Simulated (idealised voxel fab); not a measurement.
The process module that follows is named voxel trench capacitor.
Displayed cross-section: cut, width of 145 nm, square cells sized 5 nm.
Cross-section format: a grid of square cells, given as bands from top to bottom; each band is one or more rows of cells. Heads up on the band format: heights come first, top then bottom, in nm. After that it's the materials left to right, each with its width in nm. A single material flagged "throughout" fills the whole band edge to edge, and "air" means there's empty space there. Heights from 0 (as-received wafer is one material below). Bottom band endless downward, as "0 -> down". When a width is written as two numbers, as in "30 to 40", the first number is the width in the top row of cells of the band and the second is the width in its bottom row, and the width changes by the same amount from each row to the next. The cross-section has no changed cell in any step marked "no alterations made". Empty spaces without an open route to the top, at least 8 cells in extent, make up the entry "Trapped void list"; each is given as width x height at distance, where the distance is measured from the left edge, and all are in nm. Anything after a step's settings on that line? It's the simulator's own note about the step. "overlay nm" answers the question of how far to the right of plan the mask lay on a step that has a mask, and when it is negative the answer is to the left.
List of planned process steps:
1 op RECEIVE | material Si
2 op CONFORMAL_DEP | material SiN | thk nm 5
3 op DIRECTIONAL_DEP | material aC | thk nm 15
4 op PATTERN | tone open | mask id TRENCH | material resist | width nm 15 | pitch nm 45 | thk nm 35 | overlay nm 0
5 op DIRECTIONAL_ETCH | etch materials aC | depth nm 15
6 op STRIP | etch materials resist
7 op DIRECTIONAL_ETCH | etch materials SiN | depth nm 5
8 op DIRECTIONAL_ETCH | etch materials Si | depth nm 40
9 op STRIP | etch materials aC
10 op CONFORMAL_DEP | material Al2O3 | thk nm 5
11 op FILL_DEP | material polySi | thk nm 10
12 op CMP | height nm 5
As received (post step 1): cross-section:
0 -> down | Si throughout
Trapped void list: none
Final cross-section, module run with one mistake (start and plan as above):
5 -> 0 | 35 of SiN  5 of Al2O3  15 of polySi  5 of Al2O3  20 of SiN  5 of Al2O3  15 of polySi  5 of Al2O3  40 of SiN
0 -> -35 | 35 of Si  5 of Al2O3  15 of polySi  5 of Al2O3  20 of Si  5 of Al2O3  15 of polySi  5 of Al2O3  40 of Si
-35 -> -40 | 35 of Si  25 of Al2O3  20 of Si  25 of Al2O3  40 of Si
-40 -> down | Si throughout
Trapped void list: none
Deviation from plan: step 4 was run on a setting that differed from the plan, and what really ran there is op PATTERN | tone open | mask id TRENCH | material resist | width nm 25 | pitch nm 45 | thk nm 35 | overlay nm 0
